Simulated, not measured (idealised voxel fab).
Presented below is a process module, voxel ribs on slabs.
Shown is cross-section cut, with a width of 235 nm and square cells of size 5 nm.
Think of the cross-section as a grid of square cells. We describe it in bands, top to bottom, and each band covers one or more rows of those cells. Within each band entry, the heights of the top and of the bottom of the band appear first, in that order and in nm; the materials of the band then follow from left to right, each with its corresponding width in nm. The designation "everywhere" on a single material indicates that it fills the band from edge to edge; the designation "air" indicates empty space. Measure heights from 0. That's the level where, below it, the as-received wafer is all one material. The lowest band is bottomless and extends downward; write it as in "0 down". Per-row width for "30->40": begins at first number (top row of band), ends at second number (bottom row), increment between rows held constant. Step marked "remained unchanged"? Then no cell in the cross-section changed in it. The list in "Enclosed internal voids" covers empty spaces of 8 cells or more that cannot reach the top through any open way, and it gives each as width x height at distance; the distance is from the left edge, and width, height and distance are in nm. Heads up: the bit after the settings on a step's line is the simulator's remark on that step. The "overlay nm" setting may appear on a step's line; for a step that uses a mask, it gives how far to the right of its planned position the mask lay, and a negative value indicates the left.

-- Planned process steps
step 1: RECEIVE | material Si
step 2: DIRECTIONAL_DEP | material SiO2 | thk nm 25
step 3: DIRECTIONAL_DEP | material polySi | thk nm 25
step 4: DIRECTIONAL_DEP | material aC | thk nm 15
step 5: PATTERN | tone cover | mask id RIB | material resist | width nm 30 | thk nm 35 | overlay nm 0
step 6: DIRECTIONAL_ETCH | etch materials aC | depth nm 5
step 7: STRIP | etch materials resist
step 8: DIRECTIONAL_ETCH | etch materials polySi | depth nm 5
step 9: STRIP | etch materials aC
step 10: PATTERN | tone cover | mask id SLAB | material resist | width nm 90 | thk nm 20 | overlay nm 0
step 11: DIRECTIONAL_ETCH | etch materials polySi | depth nm 20
step 12: STRIP | etch materials resist
step 13: FILL_DEP | material SiO2 | thk nm 30
step 14: CMP | height nm 70
step 15: DIRECTIONAL_DEP | material W | thk nm 10
step 16: DIRECTIONAL_DEP | material aC | thk nm 10
step 17: PATTERN | tone cover | mask id HEATER | material resist | width nm 40 | thk nm 25 | overlay nm 0
step 18: DIRECTIONAL_ETCH | etch materials aC | depth nm 10
step 19: STRIP | etch materials resist
step 20: DIRECTIONAL_ETCH | etch materials W | depth nm 10
step 21: STRIP | etch materials aC
step 22: CONFORMAL_DEP | material SiO2 | thk nm 5
Split variable: depth nm, step 6. Plan value = first wafer. Wafers start alike.

-- After step 1, as received: first of several wafers, cross-section
> 0 down | Si everywhere
> Enclosed internal voids: none

-- End-of-module cross-section, first of several wafers, after last step 22
> 85 to 80 | air: 90, SiO2: 50, air: 95
> 80 to 75 | air: 90, SiO2: 5, W: 40, SiO2: 5, air: 95
> 75 to 70 | SiO2: 95, W: 40, SiO2: 100
> 70 to 50 | SiO2 everywhere
> 50 to 30 | SiO2: 70, polySi: 90, SiO2: 75
> 30 to 25 | polySi everywhere
> 25 to 0 | SiO2 everywhere
> 0 down | Si everywhere
> Enclosed internal voids: none

-- Of the several wafers, the last: cross-section at the end of the module
> 85 to 80 | air: 90, SiO2: 50, air: 95
> 80 to 75 | air: 90, SiO2: 5, W: 40, SiO2: 5, air: 95
> 75 to 70 | SiO2: 95, W: 40, SiO2: 100
> 70 to 50 | SiO2 everywhere
> 50 to 45 | SiO2: 100, polySi: 30, SiO2: 105
> 45 to 25 | SiO2: 70, polySi: 90, SiO2: 75
> 25 to 0 | SiO2 everywhere
> 0 down | Si everywhere
> Enclosed internal voids: none

-- Take any row and you have a wafer at the end of the module: how many cells of each material it has gained (+) or lost (-) since it was received, and then its closed voids
depth nm 5, +590 SiO2, +16 W, +119 polySi, Enclosed internal voids: none
depth nm 10, +590 SiO2, +16 W, +119 polySi, Enclosed internal voids: none
depth nm 15, +631 SiO2, +16 W, +78 polySi, Enclosed internal voids: none
depth nm 20, +631 SiO2, +16 W, +78 polySi, Enclosed internal voids: none
depth nm 25, +631 SiO2, +16 W, +78 polySi, Enclosed internal voids: none
depth nm 30, +631 SiO2, +16 W, +78 polySi, Enclosed internal voids: none
